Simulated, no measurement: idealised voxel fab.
Process module heading - voxel fin reveal
Section cut is 190 nm wide and gridded with 5 nm square cells.
Cross-section spec: square-cell grid; bands listed top down; each band is one or more rows. Top height, bottom height, nm. Materials left to right, width each, nm. Single material + "full width" = fills band edge to edge. "air" = empty. Measure heights from 0. That's the level where, below it, the as-received wafer is all one material. The lowest band is bottomless and extends downward; write it as in "0 and below". Read "30->40" as a graded width: first number on top, second number at the bottom, same change between each pair of neighbouring rows. "nothing changed" -> step changed no cross-section cell. Entry "Closed empty spaces" = empty spaces >= 8 cells with no open way to the top; each as width x height at distance, distance from left edge, all nm. Post-settings text on a step line: simulator's own remark regarding the step. overlay nm, on a step with a mask: how far to the right of its planned place the mask lay; to the left if negative.
**This section lists the process steps that were planned**
1,RECEIVE | material Si
2,CONFORMAL_DEP | material SiN | thk nm 5
3,MASKED_ETCH | tone cover | mask id FINS | width nm 15 | pitch nm 45 | etch materials SiN | depth nm 5 | overlay nm 0
4,MASKED_ETCH | tone cover | mask id FINS | width nm 15 | pitch nm 45 | etch materials Si | depth nm 40 | overlay nm 0
5,FILL_DEP | material SiO2 | thk nm 15
6,CMP | height nm 5
7,SELECTIVE_ETCH | etch materials SiO2 | depth nm 35
8,STRIP | etch materials SiN
**Incoming wafer in cross-section (state: after step 1)**
    0 and below: Si full width
    Closed empty spaces: none
**End-of-module cross-section of the first of two wafers, processed as planned**
    0 down to -30: air (65)  Si (15)  air (30)  Si (15)  air (65)
    -30 down to -40: SiO2 (65)  Si (15)  SiO2 (30)  Si (15)  SiO2 (65)
    -40 and below: Si full width
    Closed empty spaces: none
**Wafer two, sectioned after the module: the first wafer's start, the first wafer's plan, and one mistake in how it was run**
    5 down to 0: air (65)  SiN (15)  air (30)  SiN (15)  air (65)
    0 down to -30: air (65)  Si (15)  air (30)  Si (15)  air (65)
    -30 down to -40: SiO2 (65)  Si (15)  SiO2 (30)  Si (15)  SiO2 (65)
    -40 and below: Si full width
    Closed empty spaces: none
It is concluded that the wafer was processed incorrectly with respect to the plan, in that it should be noted that step 8 of the plan was omitted and was not performed
Final tally in cells, some materials are higher or lower on the second wafer than on the first: SiN: 6 more
